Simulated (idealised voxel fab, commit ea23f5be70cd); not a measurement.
You're looking at the process module voxel self aligned vias.
Pictured: cross-section cut, 180 nm wide, on a grid of 5 nm square cells.
Bands, listed from the top down, are how a cross-section gets written in this document; the cross-section itself is a grid of square cells, and a band is one or more rows of them. Top height, bottom height, nm. Materials left to right, width each, nm. Single material + "throughout" = fills band edge to edge. "empty" = empty. Below 0: as-received wafer, all one material; heights counted from there. Lowest band: no bottom, goes on down, written "0 nm and below". Think of "30 to 40" as a width that walks from the first number to the second as you go down the band, top row to bottom row, taking equal-sized steps from row to row. Reading "stayed the same" for a step: not a cell of the cross-section changed in it. Empty spaces without an open route to the top, at least 8 cells in extent, make up the entry "Closed void entries"; each is given as width x height at distance, where the distance is measured from the left edge, and all are in nm. If you see something after the settings on a step's line, that's the simulator's own remark about that step. When a step includes a mask, the "overlay nm" setting on its line states how far to the right of its planned place that mask lay, and negative values state how far to the left.
Process steps (planned)
1 RECEIVE with material Si
2 CONFORMAL_DEP with material SiO2, thk nm 10
3 CONFORMAL_DEP with material SiCN, thk nm 5
4 DIRECTIONAL_DEP with material lowk, thk nm 20
5 MASKED_ETCH with tone open, mask id LINES, width nm 25, pitch nm 65, etch materials lowk, depth nm 20, overlay nm 0
6 CONFORMAL_DEP with material TiN, thk nm 5
7 FILL_DEP with material W, thk nm 5
8 CMP with height nm 35
9 SELECTIVE_ETCH with etch materials W Ru TiN, depth nm 10
10 FILL_DEP with material SiN, thk nm 5
11 CMP with height nm 35
12 DIRECTIONAL_DEP with material lowk, thk nm 15
13 MASKED_ETCH with tone open, mask id VIAS, width nm 35, etch materials lowk, depth nm 15, overlay nm 0
14 MASKED_ETCH with tone open, mask id VIAS, width nm 35, etch materials SiN, depth nm 10, overlay nm 0
15 CONFORMAL_DEP with material TiN, thk nm 5
16 FILL_DEP with material W, thk nm 5
17 CMP with height nm 50
18 CONFORMAL_DEP with material SiN, thk nm 5
Wafer cross-section on receipt, i.e. after step 1
0 nm and below: Si throughout
Closed void entries: none
Cross-section, first of two wafers, end of module, run as planned
55 nm to 50 nm: SiN throughout
50 nm to 40 nm: lowk 40, TiN 5, W 25, TiN 5, lowk 105
40 nm to 35 nm: lowk 40, TiN 10, W 15, TiN 10, lowk 105
35 nm to 30 nm: lowk 45, TiN 5, W 15, TiN 5, lowk 40, SiN 25, lowk 45
30 nm to 25 nm: lowk 45, TiN 25, lowk 40, SiN 25, lowk 45
25 nm to 20 nm: lowk 45, TiN 5, W 15, TiN 5, lowk 40, TiN 5, W 15, TiN 5, lowk 45
20 nm to 15 nm: lowk 45, TiN 25, lowk 40, TiN 25, lowk 45
15 nm to 10 nm: SiCN throughout
10 nm to 0 nm: SiO2 throughout
0 nm and below: Si throughout
Closed void entries: none
Wafer two cross-section, module end. Start and plan unchanged from wafer one; one mistake made during the run
55 nm to 50 nm: SiN throughout
50 nm to 40 nm: lowk 50, TiN 5, W 25, TiN 5, lowk 95
40 nm to 35 nm: lowk 50, TiN 5, W 10, TiN 20, lowk 95
35 nm to 30 nm: lowk 45, SiN 5, TiN 5, W 10, TiN 5, lowk 40, SiN 25, lowk 45
30 nm to 25 nm: lowk 45, SiN 5, TiN 20, lowk 40, SiN 25, lowk 45
25 nm to 20 nm: lowk 45, TiN 5, W 15, TiN 5, lowk 40, TiN 5, W 15, TiN 5, lowk 45
20 nm to 15 nm: lowk 45, TiN 25, lowk 40, TiN 25, lowk 45
15 nm to 10 nm: SiCN throughout
10 nm to 0 nm: SiO2 throughout
0 nm and below: Si throughout
Closed void entries: none
what went wrong: in deviation from the planned setting, step 13 was conducted as MASKED_ETCH with tone open, mask id VIAS, width nm 35, etch materials lowk, depth nm 15, overlay nm 10
End of process, cell counts, second wafer against first, materials with more or fewer: SiN: 2 more, W: 2 fewer
